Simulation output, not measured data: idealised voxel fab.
The process module presented herein is designated voxel capacitor over wiring.
Section cut is 290 nm wide and gridded with 5 nm square cells.
We lay out every cross-section as a grid of square cells and spell it out in bands from the top down, where one band means one or more rows of cells.
A band entry consists of two parts. The first gives the height of the band's top and the height of its bottom, in nm. The rest lists the band's materials from left to right, each with its width in nm. A single material labelled with the word "edge to edge" fills the band from edge to edge, and the word "air" marks empty space.
We count height from 0. Below that, the starting wafer is all one material. The lowest band never ends at the bottom but goes on down; see "0 nm and below" for how that is written.
You'd read "30..40" like this: the band's top row of cells is as wide as the first number, its bottom row is as wide as the second, and going down, every row changes width by the same amount as the row before did.
The cross-section has no changed cell in any step marked "everything unchanged".
For the entry "Completely sealed voids", the listed items are empty spaces with no open way to the top whose size is 8 cells or more; each item follows the pattern width x height at distance, where distance is from the left edge and all three are in nm.
It should be noted that, on the line of a given step, the content following the step's settings is a remark produced by the simulator itself with respect to that step.
overlay nm: for a step with a mask, the amount by which the mask lay right of where it was planned; a negative amount means left of it.

### List of planned process steps
1: RECEIVE,material Si
2: CONFORMAL_DEP,material SiO2,thk nm 10
3: CONFORMAL_DEP,material SiCN,thk nm 5
4: DIRECTIONAL_DEP,material SiO2,thk nm 20
5: MASKED_ETCH,tone open,mask id METAL_1,width nm 20,pitch nm 80,etch materials SiO2,depth nm 20,overlay nm 0
6: MASKED_ETCH,tone open,mask id METAL_1,width nm 20,pitch nm 80,etch materials SiCN,depth nm 5,overlay nm 0
7: CONFORMAL_DEP,material TiN,thk nm 5
8: FILL_DEP,material Cu,thk nm 5
9: CMP,height nm 35
10: EPI,material Ru,thk nm 5
11: FILL_DEP,material SiCN,thk nm 5
12: DIRECTIONAL_DEP,material lowk,thk nm 10
13: MASKED_ETCH,tone open,mask id PLUG_1,width nm 15,etch materials lowk,depth nm 10,overlay nm 0
14: MASKED_ETCH,tone open,mask id PLUG_1,width nm 15,etch materials SiCN,depth nm 5,overlay nm 0
15: CONFORMAL_DEP,material TiN,thk nm 5
16: FILL_DEP,material Ru,thk nm 5
17: CMP,height nm 55
18: DIRECTIONAL_DEP,material TiN,thk nm 5
19: DIRECTIONAL_DEP,material Al2O3,thk nm 5
20: DIRECTIONAL_DEP,material TiN,thk nm 5
21: MASKED_ETCH,tone cover,mask id UPPER_PLATE,width nm 55,etch materials TiN,depth nm 5,overlay nm 0
22: MASKED_ETCH,tone cover,mask id UPPER_PLATE,width nm 65,etch materials Al2O3,depth nm 5,overlay nm 0
23: MASKED_ETCH,tone cover,mask id LOWER_PLATE,width nm 75,etch materials TiN,depth nm 5,overlay nm 0
24: FILL_DEP,material SiO2,thk nm 15
25: CMP,height nm 80
26: MASKED_ETCH,tone open,mask id PLUG_2,width nm 15,etch materials SiO2,depth nm 10,overlay nm 0
27: CONFORMAL_DEP,material TiN,thk nm 5
28: FILL_DEP,material Cu,thk nm 5
29: CMP,height nm 80
30: CONFORMAL_DEP,material SiN,thk nm 5
Don't read the plan's width nm for step 21 as applying to every wafer: that's the first wafer's value, and the wafers differ in it, though they all start identical.

### As-received cross-section, first of several wafers, post step 1
  0 nm and below  Si edge to edge
  Completely sealed voids: none

### Cross-section after step 30, the final step of the module, for the first of several wafers
  85 nm to 80 nm  SiN edge to edge
  80 nm to 75 nm  110 nm SiO2; 5 nm TiN; 5 nm Cu; 5 nm TiN; 165 nm SiO2
  75 nm to 65 nm  110..105 nm SiO2; 15..55 nm TiN; 165..130 nm SiO2
  65 nm to 60 nm  100 nm SiO2; 65 nm Al2O3; 125 nm SiO2
  60 nm to 55 nm  95 nm SiO2; 75 nm TiN; 120 nm SiO2
  55 nm to 45 nm  100 nm lowk; 5 nm TiN; 5 nm Ru; 5 nm TiN; 175 nm lowk
  45 nm to 40 nm  100 nm SiCN; 15 nm TiN; 175 nm SiCN
  40 nm to 35 nm  90 nm SiCN; 30 nm Ru; 50 nm SiCN; 30 nm Ru; 90 nm SiCN
  35 nm to 15 nm  95 nm SiO2; 5 nm TiN; 10 nm Cu; 5 nm TiN; 60 nm SiO2; 5 nm TiN; 10 nm Cu; 5 nm TiN; 95 nm SiO2
  15 nm to 10 nm  95 nm SiCN; 20 nm TiN; 60 nm SiCN; 20 nm TiN; 95 nm SiCN
  10 nm to 0 nm  SiO2 edge to edge
  0 nm and below  Si edge to edge
  Completely sealed voids: none

### Cross-section, module end, final of several wafers
  85 nm to 80 nm  SiN edge to edge
  80 nm to 75 nm  110 nm SiO2; 5 nm TiN; 5 nm Cu; 5 nm TiN; 165 nm SiO2
  75 nm to 65 nm  110..95 nm SiO2; 15..75 nm TiN; 165..120 nm SiO2
  65 nm to 60 nm  95 nm SiO2; 80 nm Al2O3; 115 nm SiO2
  60 nm to 55 nm  95 nm SiO2; 80 nm TiN; 115 nm SiO2
  55 nm to 45 nm  100 nm lowk; 5 nm TiN; 5 nm Ru; 5 nm TiN; 175 nm lowk
  45 nm to 40 nm  100 nm SiCN; 15 nm TiN; 175 nm SiCN
  40 nm to 35 nm  90 nm SiCN; 30 nm Ru; 50 nm SiCN; 30 nm Ru; 90 nm SiCN
  35 nm to 15 nm  95 nm SiO2; 5 nm TiN; 10 nm Cu; 5 nm TiN; 60 nm SiO2; 5 nm TiN; 10 nm Cu; 5 nm TiN; 95 nm SiO2
  15 nm to 10 nm  95 nm SiCN; 20 nm TiN; 60 nm SiCN; 20 nm TiN; 95 nm SiCN
  10 nm to 0 nm  SiO2 edge to edge
  0 nm and below  Si edge to edge
  Completely sealed voids: none

### Here is how to read the rows: every wafer has a row, and it shows the wafer at the end of the module, giving for each material how many cells were gained (+) or lost (-) since the wafer was received, then listing its closed voids
width nm 55, +13 Al2O3, +17 Cu, +14 Ru, +151 SiCN, +58 SiN, +561 SiO2, +62 TiN, +110 lowk, Completely sealed voids: none
width nm 60, +13 Al2O3, +17 Cu, +14 Ru, +151 SiCN, +58 SiN, +560 SiO2, +63 TiN, +110 lowk, Completely sealed voids: none
width nm 65, +13 Al2O3, +17 Cu, +14 Ru, +151 SiCN, +58 SiN, +559 SiO2, +64 TiN, +110 lowk, Completely sealed voids: none
width nm 70, +14 Al2O3, +17 Cu, +14 Ru, +151 SiCN, +58 SiN, +557 SiO2, +65 TiN, +110 lowk, Completely sealed voids: none
width nm 75, +15 Al2O3, +17 Cu, +14 Ru, +151 SiCN, +58 SiN, +555 SiO2, +66 TiN, +110 lowk, Completely sealed voids: none
width nm 80, +16 Al2O3, +17 Cu, +14 Ru, +151 SiCN, +58 SiN, +553 SiO2, +67 TiN, +110 lowk, Completely sealed voids: none
